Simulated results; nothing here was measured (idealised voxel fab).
Process module heading - voxel trench capacitor
Cross-section cut spans 300 nm and uses square cells 5 nm in size.
Bands, listed from the top down, are how a cross-section gets written in this document; the cross-section itself is a grid of square cells, and a band is one or more rows of them.
Heads up on the band format: heights come first, top then bottom, in nm. After that it's the materials left to right, each with its width in nm. A single material flagged "throughout" fills the whole band edge to edge, and "empty" means there's empty space there.
Height is counted from the level 0, under which the received wafer is composed throughout of one material. The lowest of the bands is not closed at the bottom but continues downward, in the notation "0 and below".
A two-number width, for instance "30->40", indicates that the width is equal to the first number in the top row of the band and to the second number in the bottom row, and that it changes by a constant amount per row of cells.
Step note "no change occurred" = no cross-section cell changed.
Entry "Enclosed void inventory". Content: empty spaces with no open connection to the top, size 8 cells or greater. Each: width x height at distance. Distance: from left edge. Unit: nm.
What comes after the settings on a step's line is commentary from the simulator itself on that step.
overlay nm: step with mask; distance mask lay right of planned place; negative value = left of planned place.

STEPS IN THE PROCESS PLAN
1: RECEIVE, material Si
2: CONFORMAL_DEP, material SiN, thk nm 10
3: MASKED_ETCH, tone open, mask id TRENCH, width nm 30, pitch nm 55, etch materials SiN, depth nm 10, overlay nm 0
4: MASKED_ETCH, tone open, mask id TRENCH, width nm 30, pitch nm 55, etch materials Si, depth nm 30, overlay nm 0
5: CONFORMAL_DEP, material HfO2, thk nm 5
6: CONFORMAL_DEP, material TiN, thk nm 5
7: FILL_DEP, material W, thk nm 10
8: CMP, height nm 10

CROSS-SECTION, INCOMING MATERIAL, AFTER STEP 1
> 0 and below: Si throughout
> Enclosed void inventory: none

RESULT OF THE MODULE, CROSS-SECTIONED: START PER ABOVE, PLAN PER ABOVE, ONE ERROR IN HOW IT WAS RUN
> 10 down to 0: 50 nm SiN, 5 nm HfO2, 5 nm TiN, 10 nm W, 5 nm TiN, 5 nm HfO2, 25 nm SiN, 5 nm HfO2, 5 nm TiN, 10 nm W, 5 nm TiN, 5 nm HfO2, 25 nm SiN, 5 nm HfO2, 5 nm TiN, 10 nm W, 5 nm TiN, 5 nm HfO2, 25 nm SiN, 5 nm HfO2, 5 nm TiN, 10 nm W, 5 nm TiN, 5 nm HfO2, 55 nm SiN
> 0 down to -15: 50 nm Si, 5 nm HfO2, 5 nm TiN, 10 nm W, 5 nm TiN, 5 nm HfO2, 25 nm Si, 5 nm HfO2, 5 nm TiN, 10 nm W, 5 nm TiN, 5 nm HfO2, 25 nm Si, 5 nm HfO2, 5 nm TiN, 10 nm W, 5 nm TiN, 5 nm HfO2, 25 nm Si, 5 nm HfO2, 5 nm TiN, 10 nm W, 5 nm TiN, 5 nm HfO2, 55 nm Si
> -15 down to -20: 50 nm Si, 5 nm HfO2, 20 nm TiN, 5 nm HfO2, 25 nm Si, 5 nm HfO2, 20 nm TiN, 5 nm HfO2, 25 nm Si, 5 nm HfO2, 20 nm TiN, 5 nm HfO2, 25 nm Si, 5 nm HfO2, 20 nm TiN, 5 nm HfO2, 55 nm Si
> -20 down to -25: 50 nm Si, 30 nm HfO2, 25 nm Si, 30 nm HfO2, 25 nm Si, 30 nm HfO2, 25 nm Si, 30 nm HfO2, 55 nm Si
> -25 and below: Si throughout
> Enclosed void inventory: none
Finding, execution versus plan: planned and actual differ for step 4; actual: MASKED_ETCH, tone open, mask id TRENCH, width nm 30, pitch nm 55, etch materials Si, depth nm 25, overlay nm 0
